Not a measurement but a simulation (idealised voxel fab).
The following process module bears the name voxel local oxidation.
The cross-section on display is named cut; it measures 170 nm wide, and its cells are 5 nm squares.
Just so we're on the same page, the cross-sections are grids of square cells, and they're listed out in bands top to bottom, each band one or more rows deep. Top height, bottom height, nm. Materials left to right, width each, nm. Single material + "full width" = fills band edge to edge. "empty" = empty. Height is counted from the level 0, under which the received wafer is composed throughout of one material. The lowest of the bands is not closed at the bottom but continues downward, in the notation "0 -> down". Graded width ("30->40"): value in top row of band = first number; value in bottom row = second number; row-to-row change constant. Step marked "remains unaltered"? Then no cell in the cross-section changed in it. Closed empty spaces (no open way to the top) of 8 cells or more are what "Trapped cavities" lists, each as width x height at distance from the left edge, nm for all three. On a step's line, text after the settings is the simulator commenting on that step. If you see "overlay nm" on a step's line and that step has a mask, it's telling you how far right of where it was planned the mask ended up; a negative number means it went left instead.

STEPS IN THE PROCESS PLAN
- 1: RECEIVE [material Si]
- 2: CONFORMAL_DEP [material SiO2] [thk nm 5]
- 3: CONFORMAL_DEP [material SiN] [thk nm 15]
- 4: PATTERN [tone cover] [mask id ACTIVE] [material resist] [width nm 120] [thk nm 15] [overlay nm 0]
- 5: DIRECTIONAL_ETCH [etch materials SiN] [depth nm 15]
- 6: STRIP [etch materials resist]
- 7: SELECTIVE_ETCH [etch materials SiO2] [depth nm 5]
- 8: OXIDIZE [depth nm 15]
- 9: STRIP [etch materials SiN]

CROSS-SECTIONAL VIEW OF THE WAFER IN ITS AS-RECEIVED CONDITION, CORRESPONDING TO THE STATE AFTER STEP 1
0 -> down: Si full width
Trapped cavities: none

END-OF-MODULE XS, FIRST OF TWO WAFERS, RUN AS PLANNED
5 -> 0: 30 nm empty; 110 nm SiO2; 30 nm empty
0 -> -15: 45 nm SiO2; 80 nm Si; 45 nm SiO2
-15 -> down: Si full width
Trapped cavities: none

CROSS-SECTION, SECOND WAFER: SAME START AS THE FIRST, SAME PLAN AS THE FIRST, ONE MISTAKE IN RUNNING IT; TAKEN AT THE END OF THE MODULE
5 -> 0: 35 nm empty; 105 nm SiO2; 30 nm empty
0 -> -15: 50 nm SiO2; 75 nm Si; 45 nm SiO2
-15 -> down: Si full width
Trapped cavities: none
So what did we get wrong on this run? step 4 off recipe, ran as PATTERN [tone cover] [mask id ACTIVE] [material resist] [width nm 115] [thk nm 15] [overlay nm 0]
It is noted that, at the conclusion of processing, the second wafer exhibits a higher or lower cell count for certain materials relative to the first: Si -3 | SiO2 +2
